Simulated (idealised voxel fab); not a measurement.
process module | voxel self aligned vias
cross-section cut | 270 nm wide | cells 5 nm
A cross-section is a grid of square cells, given in bands from the top down. A band is one or more rows of cells.
Each band's line starts with the height of the band's top and of its bottom, in nm. Then come its materials from left to right, each with its width in nm. One material with "throughout" fills the band from edge to edge. "air" is empty space.
Height 0 is the level under which the wafer as received is all one material. The lowest band goes on downwards, as in "0 down".
A width such as "30 to 40" changes by the same amount from each row of cells to the next, from the band's top row to its bottom row.
"no change" after a step means that no cell of the cross-section changed.
closed voids: empty space of 8 cells or more with no open way to the top, each as width x height at its distance from the left edge, in nm
after a step's settings: what the simulator itself notes on the step
overlay nm, on a step with a mask: how far to the right of its planned place the mask lay; to the left if negative
plan
1 op RECEIVE | material Si
2 op CONFORMAL_DEP | material SiO2 | thk nm 15
3 op CONFORMAL_DEP | material SiCN | thk nm 5
4 op DIRECTIONAL_DEP | material SiO2 | thk nm 30
5 op PATTERN | tone open | mask id LINES | material resist | width nm 25 | pitch nm 50 | thk nm 15 | overlay nm 0
6 op DIRECTIONAL_ETCH | etch materials SiO2 | depth nm 30
7 op STRIP | etch materials resist
8 op CONFORMAL_DEP | material TiN | thk nm 5
9 op FILL_DEP | material Ru | thk nm 10
10 op CMP | height nm 50
11 op SELECTIVE_ETCH | etch materials W Ru TiN | depth nm 5
12 op FILL_DEP | material SiN | thk nm 5
13 op CMP | height nm 50
14 op DIRECTIONAL_DEP | material SiO2 | thk nm 20
15 op MASKED_ETCH | tone open | mask id VIAS | width nm 35 | pitch nm 100 | etch materials SiO2 | depth nm 20 | overlay nm 0
16 op MASKED_ETCH | tone open | mask id VIAS | width nm 35 | pitch nm 100 | etch materials SiN | depth nm 5 | overlay nm 0
17 op CONFORMAL_DEP | material TiN | thk nm 5
18 op FILL_DEP | material Cu | thk nm 5
19 op CMP | height nm 70
20 op CONFORMAL_DEP | material SiN | thk nm 5
as received, after step 1
  0 down: Si throughout
  closed voids: none
a wafer at the end: this start, this plan, one mistake
  75 to 70: SiN throughout
  70 to 55: SiO2 65 | SiCN 5 | Cu 25 | SiCN 5 | SiO2 65 | SiCN 5 | Cu 25 | SiCN 5 | SiO2 70
  55 to 50: SiO2 65 | SiCN 10 | Cu 15 | SiCN 10 | SiO2 65 | SiCN 10 | Cu 15 | SiCN 10 | SiO2 70
  50 to 45: SiO2 70 | SiCN 25 | SiO2 25 | SiN 25 | SiO2 25 | SiCN 25 | SiO2 75
  45 to 25: SiO2 70 | TiN 5 | Ru 15 | TiN 5 | SiO2 25 | TiN 5 | Ru 15 | TiN 5 | SiO2 25 | TiN 5 | Ru 15 | TiN 5 | SiO2 75
  25 to 20: SiO2 70 | TiN 25 | SiO2 25 | TiN 25 | SiO2 25 | TiN 25 | SiO2 75
  20 to 15: SiCN throughout
  15 to 0: SiO2 throughout
  0 down: Si throughout
  closed voids: none
what went wrong: step 17 ran as: op CONFORMAL_DEP | material SiCN | thk nm 5
